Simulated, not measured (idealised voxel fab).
Title: Process Module voxel fin reveal
We display cut, a cross-section 270 nm in width whose square cells are each 5 nm.
This document writes a cross-section as a grid whose cells are square, and gives it as bands, listed from the top down; one or more rows of cells form a band.
In this notation a band is specified by the heights of its top and bottom, in that order and in nm, after which its materials appear from left to right, each paired with its width in nm. The word "throughout" attached to a single material means that material fills the band from edge to edge; the word "blank" stands for empty space.
Measure heights from 0. That's the level where, below it, the as-received wafer is all one material. The lowest band is bottomless and extends downward; write it as in "0 down".
Note: "30->40" means the width goes from the first number (top row of the band) to the second number (bottom row) in equal steps per row of cells.
Any step labelled "nothing different" changed none of the cells in the cross-section.
"Closed void listing": empty spaces of 8 cells or more with no open way to the top, each given as width x height at distance, distance from the left edge, all in nm.
It should be noted that, on the line of a given step, the content following the step's settings is a remark produced by the simulator itself with respect to that step.
A step's line can hold "overlay nm"; with a mask on that step, the setting says how far right of the planned place the mask lay, while a negative setting says it lay to the left.

Plan:
- 1: RECEIVE,material Si
- 2: CONFORMAL_DEP,material SiN,thk nm 10
- 3: PATTERN,tone cover,mask id FINS,material resist,width nm 15,pitch nm 45,thk nm 20,overlay nm 0
- 4: DIRECTIONAL_ETCH,etch materials SiN,depth nm 10
- 5: DIRECTIONAL_ETCH,etch materials Si,depth nm 40
- 6: STRIP,etch materials resist
- 7: OXIDIZE,depth nm 5
- 8: FILL_DEP,material SiO2,thk nm 15
- 9: CMP,height nm 10
- 10: SELECTIVE_ETCH,etch materials SiO2,depth nm 40
- 11: STRIP,etch materials SiN
- 12: CONFORMAL_DEP,material SiO2,thk nm 5

Wafer as received: cross-section following step 1:
	0 down  Si throughout
	Closed void listing: none

The following cross-section depicts the wafer upon conclusion of the module. Processing commenced from the starting condition illustrated above and adhered to the plan illustrated above, save for one mistake in execution:
	5 to 0  blank 105  SiO2 15  blank 30  SiO2 15  blank 105
	0 to -25  blank 105  SiO2 5  Si 5  SiO2 5  blank 30  SiO2 5  Si 5  SiO2 5  blank 105
	-25 to -35  SiO2 70  blank 35  SiO2 5  Si 5  SiO2 5  blank 30  SiO2 5  Si 5  SiO2 5  blank 35  SiO2 70
	-35 to -45  SiO2 110  Si 5  SiO2 40  Si 5  SiO2 110
	-45 down  Si throughout
	Closed void listing: none
What broke from the plan during processing? plan steps 10 and 11 run swapped
